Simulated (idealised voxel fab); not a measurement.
Proc. module: voxel double patterning
This is section cut - it's 190 nm across, gridded in 5 nm square cells.
Cross-section = grid of square cells, listed top down in bands; band = one or more rows. Band: top height; bottom height; in nm. Then, left to right: material with width in nm, for each material. "edge to edge": a single material spanning edge to edge. "blank": empty space. A quick word on heights: they are counted from 0, and under that level the wafer as it came to us is one material throughout. The lowest band is different from the rest in having no bottom; it simply continues downward, written as in "0 down". A width given as "30..40" starts at the first number in the band's top row and ends at the second number in its bottom row, shifting by an equal amount at every step from row to row. Where a step carries "no change", the cross-section came out of it unchanged, cell for cell. "Sealed void listing" specifies each empty space that is not open to the top and that occupies no fewer than 8 cells, using the form width x height at distance, the distance measured from the left edge and all three quantities in nm. Heads up: the bit after the settings on a step's line is the simulator's remark on that step. The "overlay nm" setting may appear on a step's line; for a step that uses a mask, it gives how far to the right of its planned position the mask lay, and a negative value indicates the left.
[Here's what the planned process steps look like]
1,RECEIVE with material Si
2,CONFORMAL_DEP with material SiO2, thk nm 5
3,DIRECTIONAL_DEP with material TiN, thk nm 10
4,DIRECTIONAL_DEP with material SiN, thk nm 10
5,DIRECTIONAL_DEP with material aC, thk nm 15
6,PATTERN with tone open, mask id FIRST, material resist, width nm 15, pitch nm 50, thk nm 30, overlay nm 0
7,DIRECTIONAL_ETCH with etch materials aC, depth nm 15
8,STRIP with etch materials resist
9,DIRECTIONAL_ETCH with etch materials SiN, depth nm 10
10,STRIP with etch materials aC
11,DIRECTIONAL_DEP with material aC, thk nm 15
12,PATTERN with tone open, mask id SECOND, material resist, width nm 15, thk nm 30, overlay nm 0
13,DIRECTIONAL_ETCH with etch materials aC, depth nm 15
14,STRIP with etch materials resist
15,DIRECTIONAL_ETCH with etch materials SiN, depth nm 10
16,STRIP with etch materials aC
17,DIRECTIONAL_ETCH with etch materials TiN, depth nm 10
18,STRIP with etch materials SiN
[This is the cross-section of the wafer as we received it, i.e. after step 1]
0 down | Si edge to edge
Sealed void listing: none
[One mistake in running the module, otherwise start and plan as above: cross-section at the end]
15 to 10 | SiO2 edge to edge
10 to 0 | TiN edge to edge
0 down | Si edge to edge
Sealed void listing: none
Run error: steps 2 and 3 got flipped, so each one ran where the other should have
